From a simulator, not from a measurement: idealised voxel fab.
process module | voxel tone inversion
cross-section cut | 240 nm wide | cells 5 nm
A cross-section is a grid of square cells, given in bands from the top down. A band is one or more rows of cells.
Each band's line starts with the height of the band's top and of its bottom, in nm. Then come its materials from left to right, each with its width in nm. One material with "throughout" fills the band from edge to edge. "air" is empty space.
Height 0 is the level under which the wafer as received is all one material. The lowest band goes on downwards, as in "0 down".
A width such as "30 to 40" changes by the same amount from each row of cells to the next, from the band's top row to its bottom row.
"no change" after a step means that no cell of the cross-section changed.
closed voids: empty space of 8 cells or more with no open way to the top, each as width x height at its distance from the left edge, in nm
after a step's settings: what the simulator itself notes on the step
overlay nm, on a step with a mask: how far to the right of its planned place the mask lay; to the left if negative
plan
1 op RECEIVE | material Si
2 op CONFORMAL_DEP | material SiN | thk nm 10
3 op DIRECTIONAL_DEP | material aC | thk nm 25
4 op PATTERN | tone cover | mask id POSTS | material resist | width nm 20 | pitch nm 50 | thk nm 35 | overlay nm 0
5 op DIRECTIONAL_ETCH | etch materials aC | depth nm 25
6 op STRIP | etch materials resist
7 op FILL_DEP | material lowk | thk nm 5
8 op CMP | height nm 35
9 op STRIP | etch materials aC
10 op CONFORMAL_DEP | material TiN | thk nm 5
11 op FILL_DEP | material Ru | thk nm 10
12 op CMP | height nm 35
13 op CONFORMAL_DEP | material SiN | thk nm 5
as received, after step 1
  0 down: Si throughout
  closed voids: none
first wafer at the end, as planned
  40 to 35: SiN throughout
  35 to 15: lowk 35 | TiN 5 | Ru 10 | TiN 5 | lowk 30 | TiN 5 | Ru 10 | TiN 5 | lowk 30 | TiN 5 | Ru 10 | TiN 5 | lowk 30 | TiN 5 | Ru 10 | TiN 5 | lowk 35
  15 to 10: lowk 35 | TiN 20 | lowk 30 | TiN 20 | lowk 30 | TiN 20 | lowk 30 | TiN 20 | lowk 35
  10 to 0: SiN throughout
  0 down: Si throughout
  closed voids: none
second wafer at the end: like start, like plan, one mistake
  40 to 35: SiN throughout
  35 to 15: Ru 30 | TiN 5 | lowk 20 | TiN 5 | Ru 20 | TiN 5 | lowk 20 | TiN 5 | Ru 20 | TiN 5 | lowk 20 | TiN 5 | Ru 20 | TiN 5 | lowk 20 | TiN 5 | Ru 30
  15 to 10: TiN 35 | lowk 20 | TiN 30 | lowk 20 | TiN 30 | lowk 20 | TiN 30 | lowk 20 | TiN 35
  10 to 0: SiN throughout
  0 down: Si throughout
  closed voids: none
what went wrong: step 4 ran as: op PATTERN | tone open | mask id POSTS | material resist | width nm 20 | pitch nm 50 | thk nm 35 | overlay nm 0
at the end the second wafer has, in cells: 64 more of Ru | 16 more of TiN | 80 fewer of lowk
